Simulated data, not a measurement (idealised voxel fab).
Name of the process module below: voxel ribs on slabs
It is cross-section cut that appears here, measuring 270 nm in width, its square cells being 5 nm in size.
Cross-sections here: square-cell grids, written as top-down lists of bands, a band being one or more rows of cells. It is stipulated that each band's entry specify, in nanometres, the height of the top of the band and then that of its bottom, followed by the materials of the band in left-to-right sequence, each together with its width in nanometres. A single material marked by the word "full width" is understood to fill the band from edge to edge; the word "air" is understood to denote empty space. Height 0 is the level under which the wafer as received is all one material. The lowest band goes on downwards, as in "0 down". Top row gets the first number, bottom row gets the second, and each row in between changes by the same step: that is how a band width like "30 to 40" works. "nothing got changed" after a step means that no cell of the cross-section changed. You'll see "Tabulated closed voids" listing empty spaces that have no way open to the top, as long as they're 8 cells or more; the notation is width x height at distance, where the distance is from the left edge, and all of it is in nm. Note: text after step settings on the step line = simulator remark on that step. overlay nm: mask offset rightward from planned place, masked step; negative means leftward offset.

THIS SECTION LISTS THE PROCESS STEPS THAT WERE PLANNED
step 1: RECEIVE, material Si
step 2: DIRECTIONAL_DEP, material SiO2, thk nm 25
step 3: DIRECTIONAL_DEP, material SiN, thk nm 20
step 4: PATTERN, tone cover, mask id RIB, material resist, width nm 15, thk nm 20, overlay nm 0
step 5: DIRECTIONAL_ETCH, etch materials SiN, depth nm 5
step 6: STRIP, etch materials resist
step 7: PATTERN, tone cover, mask id SLAB, material resist, width nm 75, thk nm 20, overlay nm 0
step 8: DIRECTIONAL_ETCH, etch materials SiN, depth nm 15
step 9: STRIP, etch materials resist
step 10: FILL_DEP, material SiO2, thk nm 25
step 11: CMP, height nm 60
step 12: DIRECTIONAL_DEP, material W, thk nm 5
step 13: MASKED_ETCH, tone cover, mask id HEATER, width nm 25, etch materials W, depth nm 5, overlay nm 0
step 14: CONFORMAL_DEP, material SiO2, thk nm 5
Split variable: thk nm, step 14. Plan value = first wafer. Wafers start alike.

THE FIRST OF SEVERAL WAFERS IN CROSS-SECTION, EXACTLY AS IT REACHED US AFTER STEP 1
- 0 down  Si full width
- Tabulated closed voids: none

EACH ROW BELOW IS A WAFER AT THE END OF THE MODULE, LISTING FOR EVERY MATERIAL THE NUMBER OF CELLS IT HAS GAINED (+) OR LOST (-) SINCE IT WAS RECEIVED, FOLLOWED BY ITS CLOSED VOIDS
thk nm 5 | +48 SiN | +656 SiO2 | +5 W | Tabulated closed voids: none
thk nm 10 | +48 SiN | +712 SiO2 | +5 W | Tabulated closed voids: none
thk nm 15 | +48 SiN | +768 SiO2 | +5 W | Tabulated closed voids: none
thk nm 20 | +48 SiN | +824 SiO2 | +5 W | Tabulated closed voids: none
